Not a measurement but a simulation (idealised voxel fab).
process module | voxel ribs on slabs
cross-section cut | 155 nm wide | cells 5 nm
A cross-section is a grid of square cells, given in bands from the top down. A band is one or more rows of cells.
Each band's line starts with the height of the band's top and of its bottom, in nm. Then come its materials from left to right, each with its width in nm. One material with "throughout" fills the band from edge to edge. "air" is empty space.
Height 0 is the level under which the wafer as received is all one material. The lowest band goes on downwards, as in "0 down".
A width such as "30 to 40" changes by the same amount from each row of cells to the next, from the band's top row to its bottom row.
"no change" after a step means that no cell of the cross-section changed.
closed voids: empty space of 8 cells or more with no open way to the top, each as width x height at its distance from the left edge, in nm
after a step's settings: what the simulator itself notes on the step
overlay nm, on a step with a mask: how far to the right of its planned place the mask lay; to the left if negative
plan
1 op RECEIVE | material Si
2 op DIRECTIONAL_DEP | material SiO2 | thk nm 30
3 op DIRECTIONAL_DEP | material SiN | thk nm 25
4 op PATTERN | tone cover | mask id RIB | material resist | width nm 20 | thk nm 15 | overlay nm 0
5 op DIRECTIONAL_ETCH | etch materials SiN | depth nm 20
6 op STRIP | etch materials resist
7 op MASKED_ETCH | tone cover | mask id SLAB | width nm 50 | etch materials SiN | depth nm 5 | overlay nm 0
8 op FILL_DEP | material SiO2 | thk nm 20
9 op CMP | height nm 70
10 op DIRECTIONAL_DEP | material W | thk nm 10
11 op DIRECTIONAL_DEP | material aC | thk nm 15
12 op PATTERN | tone cover | mask id HEATER | material resist | width nm 30 | thk nm 30 | overlay nm 0
13 op DIRECTIONAL_ETCH | etch materials aC | depth nm 15
14 op STRIP | etch materials resist
15 op DIRECTIONAL_ETCH | etch materials W | depth nm 10
16 op STRIP | etch materials aC
17 op CONFORMAL_DEP | material SiN | thk nm 5
as received, after step 1
  0 down: Si throughout
  closed voids: none
a wafer at the end: this start, this plan, one mistake
  85 to 80: air 55 | SiN 40 | air 60
  80 to 75: air 55 | SiN 5 | W 30 | SiN 5 | air 60
  75 to 70: SiN 60 | W 30 | SiN 65
  70 to 55: SiO2 throughout
  55 to 35: SiO2 60 | SiN 30 | SiO2 65
  35 to 30: SiO2 50 | SiN 50 | SiO2 55
  30 to 0: SiO2 throughout
  0 down: Si throughout
  closed voids: none
what went wrong: step 4 ran as: op PATTERN | tone cover | mask id RIB | material resist | width nm 30 | thk nm 15 | overlay nm 0
